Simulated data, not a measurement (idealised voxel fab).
process module | voxel ribs on slabs
cross-section cut | 245 nm wide | cells 5 nm
A cross-section is a grid of square cells, given in bands from the top down. A band is one or more rows of cells.
Each band's line starts with the height of the band's top and of its bottom, in nm. Then come its materials from left to right, each with its width in nm. One material with "throughout" fills the band from edge to edge. "air" is empty space.
Height 0 is the level under which the wafer as received is all one material. The lowest band goes on downwards, as in "0 down".
A width such as "30 to 40" changes by the same amount from each row of cells to the next, from the band's top row to its bottom row.
"no change" after a step means that no cell of the cross-section changed.
closed voids: empty space of 8 cells or more with no open way to the top, each as width x height at its distance from the left edge, in nm
after a step's settings: what the simulator itself notes on the step
overlay nm, on a step with a mask: how far to the right of its planned place the mask lay; to the left if negative
plan
1 op RECEIVE | material Si
2 op DIRECTIONAL_DEP | material SiO2 | thk nm 20
3 op DIRECTIONAL_DEP | material polySi | thk nm 20
4 op MASKED_ETCH | tone cover | mask id RIB | width nm 30 | etch materials polySi | depth nm 5 | overlay nm 0
5 op DIRECTIONAL_DEP | material aC | thk nm 15
6 op PATTERN | tone cover | mask id SLAB | material resist | width nm 70 | thk nm 30 | overlay nm 0
7 op DIRECTIONAL_ETCH | etch materials aC | depth nm 15
8 op STRIP | etch materials resist
9 op DIRECTIONAL_ETCH | etch materials polySi | depth nm 20
10 op STRIP | etch materials aC
11 op FILL_DEP | material SiO2 | thk nm 25
12 op CMP | height nm 65
13 op DIRECTIONAL_DEP | material W | thk nm 10
14 op PATTERN | tone cover | mask id HEATER | material resist | width nm 40 | thk nm 15 | overlay nm 0
15 op DIRECTIONAL_ETCH | etch materials W | depth nm 10
16 op STRIP | etch materials resist
17 op CONFORMAL_DEP | material SiO2 | thk nm 10
varied across the wafers: thk nm of step 3. The plan shows the first wafer's value. All wafers start alike
first wafer as received, after step 1
  0 down: Si throughout
  closed voids: none
first wafer at the end, after step 17
  85 to 75: air 90 | SiO2 60 | air 95
  75 to 65: SiO2 100 | W 40 | SiO2 105
  65 to 40: SiO2 throughout
  40 to 35: SiO2 105 | polySi 30 | SiO2 110
  35 to 20: SiO2 85 | polySi 70 | SiO2 90
  20 to 0: SiO2 throughout
  0 down: Si throughout
  closed voids: none
last wafer at the end
  85 to 75: air 90 | SiO2 60 | air 95
  75 to 65: SiO2 100 | W 40 | SiO2 105
  65 to 60: SiO2 throughout
  60 to 55: SiO2 105 | polySi 30 | SiO2 110
  55 to 35: SiO2 85 | polySi 70 | SiO2 90
  35 to 20: polySi throughout
  20 to 0: SiO2 throughout
  0 down: Si throughout
  closed voids: none
each wafer at the end: cells of each material gained (+) or lost (-) since it was received, then its closed voids
thk nm 20 | +695 SiO2 | +16 W | +48 polySi | closed voids: none
thk nm 25 | +681 SiO2 | +16 W | +62 polySi | closed voids: none
thk nm 30 | +632 SiO2 | +16 W | +111 polySi | closed voids: none
thk nm 35 | +583 SiO2 | +16 W | +160 polySi | closed voids: none
thk nm 40 | +534 SiO2 | +16 W | +209 polySi | closed voids: none
